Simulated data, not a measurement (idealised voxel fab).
You're looking at the process module voxel transistor to metal.
Each square cell in cross-section cut measures 5 nm, and the section as a whole is 160 nm wide.
A cross-section in this document is a grid of square cells, and it is written down as bands, the top band listed before the ones below it; a band is made up of one or more rows of cells.
Band: top height; bottom height; in nm. Then, left to right: material with width in nm, for each material. "everywhere": a single material spanning edge to edge. "air": empty space.
Height is counted from the level 0, under which the received wafer is composed throughout of one material. The lowest of the bands is not closed at the bottom but continues downward, in the notation "top 0, no bottom".
Width spec "30..40" -> top row of cells at first value, bottom row at second value, equal per-row change in between.
Given "left unchanged" for a step, no cell of the cross-section differs between before and after that step.
The entry titled "Fully sealed voids" provides the empty spaces that have no open way to the top, restricted to those of 8 cells or more. Each is presented as width x height at distance, the distance being measured from the left edge, with all three in nm.
Text after the settings on a step's line: the simulator's own remark on that step.
A step line may carry the setting "overlay nm", which, for steps involving a mask, states the distance by which the mask lay to the right of its intended position; negative values denote displacement to the left.

**The process steps that were planned are listed below**
1) op RECEIVE | material Si
2) op OXIDIZE | depth nm 5
3) op CONFORMAL_DEP | material SiN | thk nm 10
4) op DIRECTIONAL_DEP | material aC | thk nm 10
5) op PATTERN | tone cover | mask id ACTIVE | material resist | width nm 120 | thk nm 25 | overlay nm 0
6) op DIRECTIONAL_ETCH | etch materials aC | depth nm 10
7) op STRIP | etch materials resist
8) op DIRECTIONAL_ETCH | etch materials SiN | depth nm 10
9) op DIRECTIONAL_ETCH | etch materials SiO2 | depth nm 5
10) op DIRECTIONAL_ETCH | etch materials Si | depth nm 20
11) op STRIP | etch materials aC
12) op OXIDIZE | depth nm 5
13) op FILL_DEP | material SiO2 | thk nm 5
14) op CMP | height nm 10
15) op SELECTIVE_ETCH | etch materials SiO2 | depth nm 5
16) op STRIP | etch materials SiN
17) op SELECTIVE_ETCH | etch materials SiO2 | depth nm 5
18) op OXIDIZE | depth nm 5
19) op DIRECTIONAL_DEP | material polySi | thk nm 30
20) op DIRECTIONAL_DEP | material SiCN | thk nm 10
21) op PATTERN | tone cover | mask id GATE | material resist | width nm 20 | thk nm 15 | overlay nm 0
22) op DIRECTIONAL_ETCH | etch materials SiCN | depth nm 20
23) op DIRECTIONAL_ETCH | etch materials polySi | depth nm 40
24) op STRIP | etch materials resist
25) op CONFORMAL_DEP | material SiN | thk nm 10
26) op DIRECTIONAL_ETCH | etch materials SiN | depth nm 10
27) op DIRECTIONAL_ETCH | etch materials SiO2 | depth nm 5
28) op EPI | material nSi | thk nm 5
29) op FILL_DEP | material SiO2 | thk nm 5
30) op CMP | height nm 35
31) op DIRECTIONAL_DEP | material SiO2 | thk nm 15
32) op MASKED_ETCH | tone open | mask id CONTACT | width nm 35 | pitch nm 65 | etch materials SiO2 | depth nm 55 | overlay nm 0
33) op CONFORMAL_DEP | material TiN | thk nm 5
34) op FILL_DEP | material Ru | thk nm 10
35) op CMP | height nm 50
36) op CONFORMAL_DEP | material SiN | thk nm 5
37) op DIRECTIONAL_DEP | material SiO2 | thk nm 25
38) op DIRECTIONAL_DEP | material aC | thk nm 15
39) op PATTERN | tone open | mask id METAL_1 | material resist | width nm 20 | pitch nm 80 | thk nm 30 | overlay nm 0
40) op DIRECTIONAL_ETCH | etch materials aC | depth nm 15
41) op STRIP | etch materials resist
42) op DIRECTIONAL_ETCH | etch materials SiO2 | depth nm 25
43) op DIRECTIONAL_ETCH | etch materials SiN | depth nm 5
44) op STRIP | etch materials aC
45) op CONFORMAL_DEP | material TiN | thk nm 5
46) op FILL_DEP | material W | thk nm 5
47) op CMP | height nm 80
48) op CONFORMAL_DEP | material SiN | thk nm 5

**Concerning the first of two wafers, which was run in accordance with the plan**

**Step 1 complete: cross-section of the wafer as received**
top 0, no bottom = Si everywhere
Fully sealed voids: none

**Cross-section: wafer state after step 2**
top 0, bottom -5 = SiO2 everywhere
Lower than -5, everything is as it was.

**Cross-section: wafer state after step 3**
top 10, bottom 0 = SiN everywhere
Lower than 0, everything is as it was.

**Cross-section: wafer state after step 4**
top 20, bottom 10 = aC everywhere
Lower than 10, everything is as it was.

**Cross-section: wafer state after step 5**
top 45, bottom 20 = air 20 nm, resist 120 nm, air 20 nm
Lower than 20, everything is as it was.

**Cross-section: wafer state after step 6**
top 35, bottom 20 = air 20 nm, resist 120 nm, air 20 nm
top 20, bottom 10 = air 20 nm, aC 120 nm, air 20 nm
Lower than 10, everything is as it was.

**Cross-section: wafer state after step 7**
top 20, bottom 10 = air 20 nm, aC 120 nm, air 20 nm
Lower than 10, everything is as it was.

**Cross-section: wafer state after step 8**
top 20, bottom 10 = air 20 nm, aC 120 nm, air 20 nm
top 10, bottom 0 = air 20 nm, SiN 120 nm, air 20 nm
Lower than 0, everything is as it was.

**Cross-section: wafer state after step 9**
top 20, bottom 10 = air 20 nm, aC 120 nm, air 20 nm
top 10, bottom 0 = air 20 nm, SiN 120 nm, air 20 nm
top 0, bottom -5 = air 20 nm, SiO2 120 nm, air 20 nm
Lower than -5, everything is as it was.

**Cross-section: wafer state after step 10**
top 20, bottom 10 = air 20 nm, aC 120 nm, air 20 nm
top 10, bottom 0 = air 20 nm, SiN 120 nm, air 20 nm
top 0, bottom -5 = air 20 nm, SiO2 120 nm, air 20 nm
top -5, bottom -25 = air 20 nm, Si 120 nm, air 20 nm
Lower than -25, everything is as it was.

**Cross-section: wafer state after step 11**
top 10, bottom 0 = air 20 nm, SiN 120 nm, air 20 nm
Lower than 0, everything is as it was.

**Cross-section: wafer state after step 12**
top 10, bottom 0 = air 20 nm, SiN 120 nm, air 20 nm
top 0, bottom -5 = air 20 nm, SiO2 120 nm, air 20 nm
top -5, bottom -25 = air 20 nm, SiO2 5 nm, Si 110 nm, SiO2 5 nm, air 20 nm
top -25, bottom -30 = SiO2 25 nm, Si 110 nm, SiO2 25 nm
Lower than -30, everything is as it was.

**Cross-section: wafer state after step 13**
top 15, bottom 10 = SiO2 everywhere
top 10, bottom 0 = SiO2 20 nm, SiN 120 nm, SiO2 20 nm
top 0, bottom -5 = SiO2 everywhere
top -5, bottom -30 = SiO2 25 nm, Si 110 nm, SiO2 25 nm
Lower than -30, everything is as it was.

**Cross-section: wafer state after step 14**
top 10, bottom 0 = SiO2 20 nm, SiN 120 nm, SiO2 20 nm
Lower than 0, everything is as it was.

**Cross-section: wafer state after step 15**
top 10, bottom 5 = air 20 nm, SiN 120 nm, air 20 nm
Lower than 5, everything is as it was.

**Cross-section: wafer state after step 16**
top 5, bottom 0 = SiO2 20 nm, air 120 nm, SiO2 20 nm
Lower than 0, everything is as it was.

**Cross-section: wafer state after step 17**
top 0, bottom -5 = SiO2 15 nm, air 130 nm, SiO2 15 nm
Lower than -5, everything is as it was.

**Cross-section: wafer state after step 18**
top 0, bottom -5 = SiO2 15 nm, air 130 nm, SiO2 15 nm
top -5, bottom -10 = SiO2 everywhere
Lower than -10, everything is as it was.

**Cross-section: wafer state after step 19**
top 30, bottom 25 = polySi 15 nm, air 130 nm, polySi 15 nm
top 25, bottom 0 = polySi everywhere
top 0, bottom -5 = SiO2 15 nm, polySi 130 nm, SiO2 15 nm
Lower than -5, everything is as it was.

**Cross-section: wafer state after step 20**
top 40, bottom 35 = SiCN 15 nm, air 130 nm, SiCN 15 nm
top 35, bottom 30 = SiCN everywhere
top 30, bottom 25 = polySi 15 nm, SiCN 130 nm, polySi 15 nm
Lower than 25, everything is as it was.

**Cross-section: wafer state after step 21**
top 55, bottom 40 = air 70 nm, resist 20 nm, air 70 nm
top 40, bottom 35 = SiCN 15 nm, air 55 nm, resist 20 nm, air 55 nm, SiCN 15 nm
Lower than 35, everything is as it was.

**Cross-section: wafer state after step 22**
top 55, bottom 35 = air 70 nm, resist 20 nm, air 70 nm
top 35, bottom 30 = air 70 nm, SiCN 20 nm, air 70 nm
top 30, bottom 25 = polySi 15 nm, air 55 nm, SiCN 20 nm, air 55 nm, polySi 15 nm
Lower than 25, everything is as it was.

**Cross-section: wafer state after step 23**
top 55, bottom 35 = air 70 nm, resist 20 nm, air 70 nm
top 35, bottom 25 = air 70 nm, SiCN 20 nm, air 70 nm
top 25, bottom 0 = air 70 nm, polySi 20 nm, air 70 nm
top 0, bottom -5 = SiO2 15 nm, air 55 nm, polySi 20 nm, air 55 nm, SiO2 15 nm
Lower than -5, everything is as it was.

**Cross-section: wafer state after step 24**
top 35, bottom 25 = air 70 nm, SiCN 20 nm, air 70 nm
Lower than 25, everything is as it was.

**Cross-section: wafer state after step 25**
top 45, bottom 35 = air 60 nm, SiN 40 nm, air 60 nm
top 35, bottom 25 = air 60 nm, SiN 10 nm, SiCN 20 nm, SiN 10 nm, air 60 nm
top 25, bottom 10 = air 60 nm, SiN 10 nm, polySi 20 nm, SiN 10 nm, air 60 nm
top 10, bottom 5 = SiN 25 nm, air 35 nm, SiN 10 nm, polySi 20 nm, SiN 10 nm, air 35 nm, SiN 25 nm
top 5, bottom 0 = SiN 70 nm, polySi 20 nm, SiN 70 nm
top 0, bottom -5 = SiO2 15 nm, SiN 55 nm, polySi 20 nm, SiN 55 nm, SiO2 15 nm
Lower than -5, everything is as it was.

**Cross-section: wafer state after step 26**
top 35, bottom 25 = air 60 nm, SiN 10 nm, SiCN 20 nm, SiN 10 nm, air 60 nm
top 25, bottom 0 = air 60 nm, SiN 10 nm, polySi 20 nm, SiN 10 nm, air 60 nm
top 0, bottom -5 = SiO2 15 nm, SiN 10 nm, air 35 nm, SiN 10 nm, polySi 20 nm, SiN 10 nm, air 35 nm, SiN 10 nm, SiO2 15 nm
Lower than -5, everything is as it was.

**Cross-section: wafer state after step 27**
top 35, bottom 25 = air 60 nm, SiN 10 nm, SiCN 20 nm, SiN 10 nm, air 60 nm
top 25, bottom 0 = air 60 nm, SiN 10 nm, polySi 20 nm, SiN 10 nm, air 60 nm
top 0, bottom -5 = air 15 nm, SiN 10 nm, air 35 nm, SiN 10 nm, polySi 20 nm, SiN 10 nm, air 35 nm, SiN 10 nm, air 15 nm
top -5, bottom -10 = SiO2 25 nm, air 35 nm, SiO2 40 nm, air 35 nm, SiO2 25 nm
Lower than -10, everything is as it was.

**Cross-section: wafer state after step 28**
top 35, bottom 25 = air 60 nm, SiN 10 nm, SiCN 20 nm, SiN 10 nm, air 60 nm
top 25, bottom 0 = air 60 nm, SiN 10 nm, polySi 20 nm, SiN 10 nm, air 60 nm
top 0, bottom -5 = air 15 nm, SiN 10 nm, air 35 nm, SiN 10 nm, polySi 20 nm, SiN 10 nm, air 35 nm, SiN 10 nm, air 15 nm
top -5, bottom -10 = SiO2 25 nm, nSi 35 nm, SiO2 40 nm, nSi 35 nm, SiO2 25 nm
Lower than -10, everything is as it was.

**Cross-section: wafer state after step 29**
top 40, bottom 35 = SiO2 everywhere
top 35, bottom 25 = SiO2 60 nm, SiN 10 nm, SiCN 20 nm, SiN 10 nm, SiO2 60 nm
top 25, bottom 0 = SiO2 60 nm, SiN 10 nm, polySi 20 nm, SiN 10 nm, SiO2 60 nm
top 0, bottom -5 = SiO2 15 nm, SiN 10 nm, SiO2 35 nm, SiN 10 nm, polySi 20 nm, SiN 10 nm, SiO2 35 nm, SiN 10 nm, SiO2 15 nm
Lower than -5, everything is as it was.

**Cross-section: wafer state after step 30**
top 35, bottom 25 = SiO2 60 nm, SiN 10 nm, SiCN 20 nm, SiN 10 nm, SiO2 60 nm
Lower than 25, everything is as it was.

**Cross-section: wafer state after step 31**
top 50, bottom 35 = SiO2 everywhere
Lower than 35, everything is as it was.

**Cross-section: wafer state after step 32**
top 50, bottom 35 = SiO2 30 nm, air 35 nm, SiO2 30 nm, air 35 nm, SiO2 30 nm
top 35, bottom 25 = SiO2 30 nm, air 30 nm, SiN 10 nm, SiCN 20 nm, SiN 10 nm, air 30 nm, SiO2 30 nm
top 25, bottom 0 = SiO2 30 nm, air 30 nm, SiN 10 nm, polySi 20 nm, SiN 10 nm, air 30 nm, SiO2 30 nm
top 0, bottom -5 = SiO2 15 nm, SiN 10 nm, SiO2 5 nm, air 30 nm, SiN 10 nm, polySi 20 nm, SiN 10 nm, air 30 nm, SiO2 5 nm, SiN 10 nm, SiO2 15 nm
Lower than -5, everything is as it was.

**Cross-section: wafer state after step 33**
top 55, bottom 50 = TiN 35 nm, air 25 nm, TiN 40 nm, air 25 nm, TiN 35 nm
top 50, bottom 40 = SiO2 30 nm, TiN 5 nm, air 25 nm, TiN 5 nm, SiO2 30 nm, TiN 5 nm, air 25 nm, TiN 5 nm, SiO2 30 nm
top 40, bottom 35 = SiO2 30 nm, TiN 5 nm, air 20 nm, TiN 10 nm, SiO2 30 nm, TiN 10 nm, air 20 nm, TiN 5 nm, SiO2 30 nm
top 35, bottom 25 = SiO2 30 nm, TiN 5 nm, air 20 nm, TiN 5 nm, SiN 10 nm, SiCN 20 nm, SiN 10 nm, TiN 5 nm, air 20 nm, TiN 5 nm, SiO2 30 nm
top 25, bottom 0 = SiO2 30 nm, TiN 5 nm, air 20 nm, TiN 5 nm, SiN 10 nm, polySi 20 nm, SiN 10 nm, TiN 5 nm, air 20 nm, TiN 5 nm, SiO2 30 nm
top 0, bottom -5 = SiO2 15 nm, SiN 10 nm, SiO2 5 nm, TiN 30 nm, SiN 10 nm, polySi 20 nm, SiN 10 nm, TiN 30 nm, SiO2 5 nm, SiN 10 nm, SiO2 15 nm
Lower than -5, everything is as it was.

**Cross-section: wafer state after step 34**
top 65, bottom 55 = Ru everywhere
top 55, bottom 50 = TiN 35 nm, Ru 25 nm, TiN 40 nm, Ru 25 nm, TiN 35 nm
top 50, bottom 40 = SiO2 30 nm, TiN 5 nm, Ru 25 nm, TiN 5 nm, SiO2 30 nm, TiN 5 nm, Ru 25 nm, TiN 5 nm, SiO2 30 nm
top 40, bottom 35 = SiO2 30 nm, TiN 5 nm, Ru 20 nm, TiN 10 nm, SiO2 30 nm, TiN 10 nm, Ru 20 nm, TiN 5 nm, SiO2 30 nm
top 35, bottom 25 = SiO2 30 nm, TiN 5 nm, Ru 20 nm, TiN 5 nm, SiN 10 nm, SiCN 20 nm, SiN 10 nm, TiN 5 nm, Ru 20 nm, TiN 5 nm, SiO2 30 nm
top 25, bottom 0 = SiO2 30 nm, TiN 5 nm, Ru 20 nm, TiN 5 nm, SiN 10 nm, polySi 20 nm, SiN 10 nm, TiN 5 nm, Ru 20 nm, TiN 5 nm, SiO2 30 nm
Lower than 0, everything is as it was.

**Cross-section: wafer state after step 35**
top 50, bottom 40 = SiO2 30 nm, TiN 5 nm, Ru 25 nm, TiN 5 nm, SiO2 30 nm, TiN 5 nm, Ru 25 nm, TiN 5 nm, SiO2 30 nm
Lower than 40, everything is as it was.

**Cross-section: wafer state after step 36**
top 55, bottom 50 = SiN everywhere
Lower than 50, everything is as it was.

**Cross-section: wafer state after step 37**
top 80, bottom 55 = SiO2 everywhere
Lower than 55, everything is as it was.

**Cross-section: wafer state after step 38**
top 95, bottom 80 = aC everywhere
Lower than 80, everything is as it was.

**Cross-section: wafer state after step 39**
top 125, bottom 95 = resist 30 nm, air 20 nm, resist 60 nm, air 20 nm, resist 30 nm
Lower than 95, everything is as it was.

**Cross-section: wafer state after step 40**
top 110, bottom 95 = resist 30 nm, air 20 nm, resist 60 nm, air 20 nm, resist 30 nm
top 95, bottom 80 = aC 30 nm, air 20 nm, aC 60 nm, air 20 nm, aC 30 nm
Lower than 80, everything is as it was.

**Cross-section: wafer state after step 41**
top 95, bottom 80 = aC 30 nm, air 20 nm, aC 60 nm, air 20 nm, aC 30 nm
Lower than 80, everything is as it was.

**Cross-section: wafer state after step 42**
top 95, bottom 80 = aC 30 nm, air 20 nm, aC 60 nm, air 20 nm, aC 30 nm
top 80, bottom 55 = SiO2 30 nm, air 20 nm, SiO2 60 nm, air 20 nm, SiO2 30 nm
Lower than 55, everything is as it was.

**Cross-section: wafer state after step 43**
top 95, bottom 80 = aC 30 nm, air 20 nm, aC 60 nm, air 20 nm, aC 30 nm
top 80, bottom 55 = SiO2 30 nm, air 20 nm, SiO2 60 nm, air 20 nm, SiO2 30 nm
top 55, bottom 50 = SiN 30 nm, air 20 nm, SiN 60 nm, air 20 nm, SiN 30 nm
Lower than 50, everything is as it was.

**Cross-section: wafer state after step 44**
top 80, bottom 55 = SiO2 30 nm, air 20 nm, SiO2 60 nm, air 20 nm, SiO2 30 nm
Lower than 55, everything is as it was.

**Cross-section: wafer state after step 45**
top 85, bottom 80 = TiN 35 nm, air 10 nm, TiN 70 nm, air 10 nm, TiN 35 nm
top 80, bottom 55 = SiO2 30 nm, TiN 5 nm, air 10 nm, TiN 5 nm, SiO2 60 nm, TiN 5 nm, air 10 nm, TiN 5 nm, SiO2 30 nm
top 55, bottom 50 = SiN 30 nm, TiN 20 nm, SiN 60 nm, TiN 20 nm, SiN 30 nm
Lower than 50, everything is as it was.

**Cross-section: wafer state after step 46**
top 90, bottom 85 = W everywhere
top 85, bottom 80 = TiN 35 nm, W 10 nm, TiN 70 nm, W 10 nm, TiN 35 nm
top 80, bottom 55 = SiO2 30 nm, TiN 5 nm, W 10 nm, TiN 5 nm, SiO2 60 nm, TiN 5 nm, W 10 nm, TiN 5 nm, SiO2 30 nm
Lower than 55, everything is as it was.

**Cross-section: wafer state after step 47**
top 80, bottom 55 = SiO2 30 nm, TiN 5 nm, W 10 nm, TiN 5 nm, SiO2 60 nm, TiN 5 nm, W 10 nm, TiN 5 nm, SiO2 30 nm
Lower than 55, everything is as it was.

**Cross-section: wafer state after step 48**
top 85, bottom 80 = SiN everywhere
Lower than 80, everything is as it was.

**Wafer two of the pair: same origin, same plan, one error during the run; identical to wafer one up to and including step 19**

**Second wafer, sectioned view, at step 20's planned end time**
top 40, bottom 35 = SiN 15 nm, air 130 nm, SiN 15 nm
top 35, bottom 30 = SiN everywhere
top 30, bottom 25 = polySi 15 nm, SiN 130 nm, polySi 15 nm
Lower than 25, everything is as it was.

**Second wafer, sectioned view, at step 21's planned end time**
top 55, bottom 40 = air 70 nm, resist 20 nm, air 70 nm
top 40, bottom 35 = SiN 15 nm, air 55 nm, resist 20 nm, air 55 nm, SiN 15 nm
Lower than 35, everything is as it was.

Second wafer, sectioned view, at step 22's planned end time: left unchanged

Second wafer, sectioned view, at step 23's planned end time: left unchanged

**Second wafer, sectioned view, at step 24's planned end time**
top 40, bottom 35 = SiN 15 nm, air 130 nm, SiN 15 nm
Lower than 35, everything is as it was.

**Second wafer, sectioned view, at step 25's planned end time**
top 50, bottom 45 = SiN 25 nm, air 110 nm, SiN 25 nm
top 45, bottom 30 = SiN everywhere
Lower than 30, everything is as it was.

**Second wafer, sectioned view, at step 26's planned end time**
top 40, bottom 35 = SiN 25 nm, air 110 nm, SiN 25 nm
Lower than 35, everything is as it was.

Second wafer, sectioned view, at step 27's planned end time: left unchanged

Second wafer, sectioned view, at step 28's planned end time: left unchanged

**Second wafer, sectioned view, at step 29's planned end time**
top 45, bottom 40 = SiO2 everywhere
top 40, bottom 35 = SiN 25 nm, SiO2 110 nm, SiN 25 nm
Lower than 35, everything is as it was.

**Second wafer, sectioned view, at step 30's planned end time**
top 35, bottom 30 = SiN everywhere
Lower than 30, everything is as it was.

**Second wafer, sectioned view, at step 31's planned end time**
top 50, bottom 35 = SiO2 everywhere
Lower than 35, everything is as it was.

**Second wafer, sectioned view, at step 32's planned end time**
top 50, bottom 35 = SiO2 30 nm, air 35 nm, SiO2 30 nm, air 35 nm, SiO2 30 nm
Lower than 35, everything is as it was.

**Second wafer, sectioned view, at step 33's planned end time**
top 55, bottom 50 = TiN 35 nm, air 25 nm, TiN 40 nm, air 25 nm, TiN 35 nm
top 50, bottom 40 = SiO2 30 nm, TiN 5 nm, air 25 nm, TiN 5 nm, SiO2 30 nm, TiN 5 nm, air 25 nm, TiN 5 nm, SiO2 30 nm
top 40, bottom 35 = SiO2 30 nm, TiN 35 nm, SiO2 30 nm, TiN 35 nm, SiO2 30 nm
Lower than 35, everything is as it was.

**Second wafer, sectioned view, at step 34's planned end time**
top 65, bottom 55 = Ru everywhere
top 55, bottom 50 = TiN 35 nm, Ru 25 nm, TiN 40 nm, Ru 25 nm, TiN 35 nm
top 50, bottom 40 = SiO2 30 nm, TiN 5 nm, Ru 25 nm, TiN 5 nm, SiO2 30 nm, TiN 5 nm, Ru 25 nm, TiN 5 nm, SiO2 30 nm
Lower than 40, everything is as it was.

**Second wafer, sectioned view, at step 35's planned end time**
top 50, bottom 40 = SiO2 30 nm, TiN 5 nm, Ru 25 nm, TiN 5 nm, SiO2 30 nm, TiN 5 nm, Ru 25 nm, TiN 5 nm, SiO2 30 nm
Lower than 40, everything is as it was.

**Second wafer, sectioned view, at step 36's planned end time**
top 55, bottom 50 = SiN everywhere
Lower than 50, everything is as it was.

**Second wafer, sectioned view, at step 37's planned end time**
top 80, bottom 55 = SiO2 everywhere
Lower than 55, everything is as it was.

**Second wafer, sectioned view, at step 38's planned end time**
top 95, bottom 80 = aC everywhere
Lower than 80, everything is as it was.

**Second wafer, sectioned view, at step 39's planned end time**
top 125, bottom 95 = resist 30 nm, air 20 nm, resist 60 nm, air 20 nm, resist 30 nm
Lower than 95, everything is as it was.

**Second wafer, sectioned view, at step 40's planned end time**
top 110, bottom 95 = resist 30 nm, air 20 nm, resist 60 nm, air 20 nm, resist 30 nm
top 95, bottom 80 = aC 30 nm, air 20 nm, aC 60 nm, air 20 nm, aC 30 nm
Lower than 80, everything is as it was.

**Second wafer, sectioned view, at step 41's planned end time**
top 95, bottom 80 = aC 30 nm, air 20 nm, aC 60 nm, air 20 nm, aC 30 nm
Lower than 80, everything is as it was.

**Second wafer, sectioned view, at step 42's planned end time**
top 95, bottom 80 = aC 30 nm, air 20 nm, aC 60 nm, air 20 nm, aC 30 nm
top 80, bottom 55 = SiO2 30 nm, air 20 nm, SiO2 60 nm, air 20 nm, SiO2 30 nm
Lower than 55, everything is as it was.

**Second wafer, sectioned view, at step 43's planned end time**
top 95, bottom 80 = aC 30 nm, air 20 nm, aC 60 nm, air 20 nm, aC 30 nm
top 80, bottom 55 = SiO2 30 nm, air 20 nm, SiO2 60 nm, air 20 nm, SiO2 30 nm
top 55, bottom 50 = SiN 30 nm, air 20 nm, SiN 60 nm, air 20 nm, SiN 30 nm
Lower than 50, everything is as it was.

**Second wafer, sectioned view, at step 44's planned end time**
top 80, bottom 55 = SiO2 30 nm, air 20 nm, SiO2 60 nm, air 20 nm, SiO2 30 nm
Lower than 55, everything is as it was.

**Second wafer, sectioned view, at step 45's planned end time**
top 85, bottom 80 = TiN 35 nm, air 10 nm, TiN 70 nm, air 10 nm, TiN 35 nm
top 80, bottom 55 = SiO2 30 nm, TiN 5 nm, air 10 nm, TiN 5 nm, SiO2 60 nm, TiN 5 nm, air 10 nm, TiN 5 nm, SiO2 30 nm
top 55, bottom 50 = SiN 30 nm, TiN 20 nm, SiN 60 nm, TiN 20 nm, SiN 30 nm
Lower than 50, everything is as it was.

**Second wafer, sectioned view, at step 46's planned end time**
top 90, bottom 85 = W everywhere
top 85, bottom 80 = TiN 35 nm, W 10 nm, TiN 70 nm, W 10 nm, TiN 35 nm
top 80, bottom 55 = SiO2 30 nm, TiN 5 nm, W 10 nm, TiN 5 nm, SiO2 60 nm, TiN 5 nm, W 10 nm, TiN 5 nm, SiO2 30 nm
Lower than 55, everything is as it was.

**Second wafer, sectioned view, at step 47's planned end time**
top 80, bottom 55 = SiO2 30 nm, TiN 5 nm, W 10 nm, TiN 5 nm, SiO2 60 nm, TiN 5 nm, W 10 nm, TiN 5 nm, SiO2 30 nm
Lower than 55, everything is as it was.

**Second wafer, sectioned view, at step 48's planned end time**
top 85, bottom 80 = SiN everywhere
Lower than 80, everything is as it was.
Run error: rather than as planned, step 20 actually ran as op DIRECTIONAL_DEP | material SiN | thk nm 10
The closing comparison, in cells, has the second wafer with more or fewer of some materials than the first: Ru -64; SiCN -8; SiN +22; SiO2 -72; TiN -32; nSi -14; polySi +168
